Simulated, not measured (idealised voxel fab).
Process module under the name voxel transistor to metal
It is cross-section cut that appears here, measuring 175 nm in width, its square cells being 5 nm in size.
Cross-section spec: square-cell grid; bands listed top down; each band is one or more rows. For a band, the entry starts with two heights in nm, that of the top and then that of the bottom, and carries on with the band's materials in order from left to right, each alongside its width in nm; the word "everywhere" beside a single material means it fills the band edge to edge, and "air" means empty space. Heights are reckoned from 0. Under this level, the received wafer is all of one material. The bottommost band is open-ended downward, for example "0 and below". It should be noted that a width expressed as "30 to 40" varies in equal increments from row to row of cells within the band, taking the value of the first number at the top row and that of the second number at the bottom row. A step reported as "nothing was modified" is a step in which no cell of the cross-section changed. Entry "Fully closed voids" = empty spaces >= 8 cells with no open way to the top; each as width x height at distance, distance from left edge, all nm. after a step's settings: what the simulator itself notes on the step. When a step includes a mask, the "overlay nm" setting on its line states how far to the right of its planned place that mask lay, and negative values state how far to the left.

Process steps foreseen in the plan
step 1: op RECEIVE | material Si
step 2: op CONFORMAL_DEP | material SiO2 | thk nm 5
step 3: op CONFORMAL_DEP | material SiN | thk nm 10
step 4: op DIRECTIONAL_DEP | material aC | thk nm 10
step 5: op PATTERN | tone cover | mask id ACTIVE | material resist | width nm 110 | thk nm 30 | overlay nm 0
step 6: op DIRECTIONAL_ETCH | etch materials aC | depth nm 10
step 7: op STRIP | etch materials resist
step 8: op DIRECTIONAL_ETCH | etch materials SiN | depth nm 10
step 9: op DIRECTIONAL_ETCH | etch materials SiO2 | depth nm 5
step 10: op DIRECTIONAL_ETCH | etch materials Si | depth nm 35
step 11: op STRIP | etch materials aC
step 12: op OXIDIZE | depth nm 5
step 13: op FILL_DEP | material SiO2 | thk nm 5
step 14: op CMP | height nm 15
step 15: op SELECTIVE_ETCH | etch materials SiO2 | depth nm 5
step 16: op STRIP | etch materials SiN
step 17: op SELECTIVE_ETCH | etch materials SiO2 | depth nm 5
step 18: op OXIDIZE | depth nm 5
step 19: op DIRECTIONAL_DEP | material polySi | thk nm 30
step 20: op DIRECTIONAL_DEP | material SiCN | thk nm 15
step 21: op DIRECTIONAL_DEP | material aC | thk nm 10
step 22: op PATTERN | tone cover | mask id GATE | material resist | width nm 20 | thk nm 25 | overlay nm 0
step 23: op DIRECTIONAL_ETCH | etch materials aC | depth nm 10
step 24: op STRIP | etch materials resist
step 25: op DIRECTIONAL_ETCH | etch materials SiCN | depth nm 25
step 26: op DIRECTIONAL_ETCH | etch materials polySi | depth nm 40
step 27: op STRIP | etch materials aC
step 28: op CONFORMAL_DEP | material SiO2 | thk nm 5
step 29: op DIRECTIONAL_ETCH | etch materials SiO2 | depth nm 5
step 30: op CONFORMAL_DEP | material SiN | thk nm 10
step 31: op DIRECTIONAL_ETCH | etch materials SiN | depth nm 10
step 32: op DIRECTIONAL_ETCH | etch materials SiO2 | depth nm 5
step 33: op DIRECTIONAL_ETCH | etch materials Si | depth nm 15
step 34: op EPI | material SiGe | thk nm 15
step 35: op FILL_DEP | material SiO2 | thk nm 10
step 36: op CMP | height nm 45
step 37: op DIRECTIONAL_DEP | material SiO2 | thk nm 10
step 38: op DIRECTIONAL_DEP | material aC | thk nm 15
step 39: op PATTERN | tone open | mask id CONTACT | material resist | width nm 30 | pitch nm 60 | thk nm 35 | overlay nm 0
step 40: op DIRECTIONAL_ETCH | etch materials aC | depth nm 15
step 41: op STRIP | etch materials resist
step 42: op DIRECTIONAL_ETCH | etch materials SiO2 | depth nm 45
step 43: op STRIP | etch materials aC
step 44: op CONFORMAL_DEP | material TiN | thk nm 5
step 45: op FILL_DEP | material W | thk nm 5
step 46: op CMP | height nm 55
step 47: op DIRECTIONAL_DEP | material TiN | thk nm 5
step 48: op DIRECTIONAL_DEP | material W | thk nm 25
step 49: op PATTERN | tone cover | mask id METAL_1 | material resist | width nm 20 | pitch nm 70 | thk nm 15 | overlay nm 0
step 50: op DIRECTIONAL_ETCH | etch materials W | depth nm 25
step 51: op DIRECTIONAL_ETCH | etch materials TiN | depth nm 5
step 52: op STRIP | etch materials resist
step 53: op CONFORMAL_DEP | material SiN | thk nm 5
step 54: op FILL_DEP | material lowk | thk nm 5
step 55: op CMP | height nm 85
step 56: op CONFORMAL_DEP | material SiCN | thk nm 5
step 57: op DIRECTIONAL_DEP | material lowk | thk nm 35
step 58: op MASKED_ETCH | tone open | mask id METAL_2 | width nm 20 | pitch nm 70 | etch materials lowk | depth nm 20 | overlay nm 0
step 59: op DIRECTIONAL_DEP | material aC | thk nm 15
step 60: op PATTERN | tone open | mask id METAL_2_HOLES | material resist | width nm 15 | pitch nm 70 | thk nm 35 | overlay nm 0
step 61: op DIRECTIONAL_ETCH | etch materials aC | depth nm 15
step 62: op STRIP | etch materials resist
step 63: op DIRECTIONAL_ETCH | etch materials lowk | depth nm 15
step 64: op DIRECTIONAL_ETCH | etch materials SiCN | depth nm 5
step 65: op STRIP | etch materials aC
step 66: op CONFORMAL_DEP | material TiN | thk nm 5
step 67: op FILL_DEP | material Ru | thk nm 5
step 68: op CMP | height nm 125
step 69: op CONFORMAL_DEP | material SiN | thk nm 5

Here's what the wafer looked like in cross-section when it arrived - that's after step 1
- 0 and below  Si everywhere
- Fully closed voids: none

The following cross-section depicts the wafer upon conclusion of the module. Processing commenced from the starting condition illustrated above and adhered to the plan illustrated above, save for one mistake in execution
- 130 down to 125  SiN everywhere
- 125 down to 110  lowk (40); TiN (5); Ru (10); TiN (5); lowk (50); TiN (5); Ru (10); TiN (5); lowk (45)
- 110 down to 105  lowk (40); TiN (5); Ru (5); TiN (10); lowk (50); TiN (5); Ru (5); TiN (10); lowk (45)
- 105 down to 90  lowk (40); TiN (5); Ru (5); TiN (5); lowk (55); TiN (5); Ru (5); TiN (5); lowk (50)
- 90 down to 85  SiCN (40); TiN (15); SiCN (55); TiN (15); SiCN (50)
- 85 down to 80  lowk everywhere
- 80 down to 75  lowk (35); SiN (30); lowk (40); SiN (30); lowk (40)
- 75 down to 60  lowk (35); SiN (5); W (20); SiN (5); lowk (40); SiN (5); W (20); SiN (5); lowk (40)
- 60 down to 55  SiN (40); TiN (20); SiN (50); TiN (20); SiN (45)
- 55 down to 45  SiO2 (40); TiN (5); W (20 to 10); TiN (5 to 15); SiO2 (30); TiN (5 to 15); W (20 to 10); TiN (5); SiO2 (45)
- 45 down to 30  SiO2 (40); TiN (5); W (10); TiN (5); SiN (10); SiO2 (5); SiCN (20); SiO2 (5); SiN (10); TiN (5); W (10); TiN (5); SiO2 (45)
- 30 down to 15  SiO2 (40); TiN (5); W (10); TiN (5); SiN (10); SiO2 (5); polySi (20); SiO2 (5); SiN (10); TiN (5); W (10); TiN (5); SiO2 (45)
- 15 down to 10  SiO2 (40); TiN (20); SiN (10); SiO2 (5); polySi (20); SiO2 (5); SiN (10); TiN (20); SiO2 (45)
- 10 down to 5  SiO2 (35); SiGe (25); SiN (10); SiO2 (5); polySi (20); SiO2 (5); SiN (10); SiGe (25); SiO2 (40)
- 5 down to 0  SiO2 (30); SiN (10); SiGe (20); SiN (10); SiO2 (5); polySi (20); SiO2 (5); SiN (10); SiGe (20); SiN (10); SiO2 (35)
- 0 down to -5  SiO2 (40); SiGe (20); SiO2 (50); SiGe (20); SiO2 (45)
- -5 down to -20  SiO2 (35); Si (5); SiGe (20); Si (50); SiGe (20); Si (5); SiO2 (40)
- -20 down to -40  SiO2 (35); Si (100); SiO2 (40)
- -40 and below  Si everywhere
- Fully closed voids: none
What broke from the plan during processing? step 48 ran with different settings than intended, the actual operation and settings being op DIRECTIONAL_DEP | material W | thk nm 15
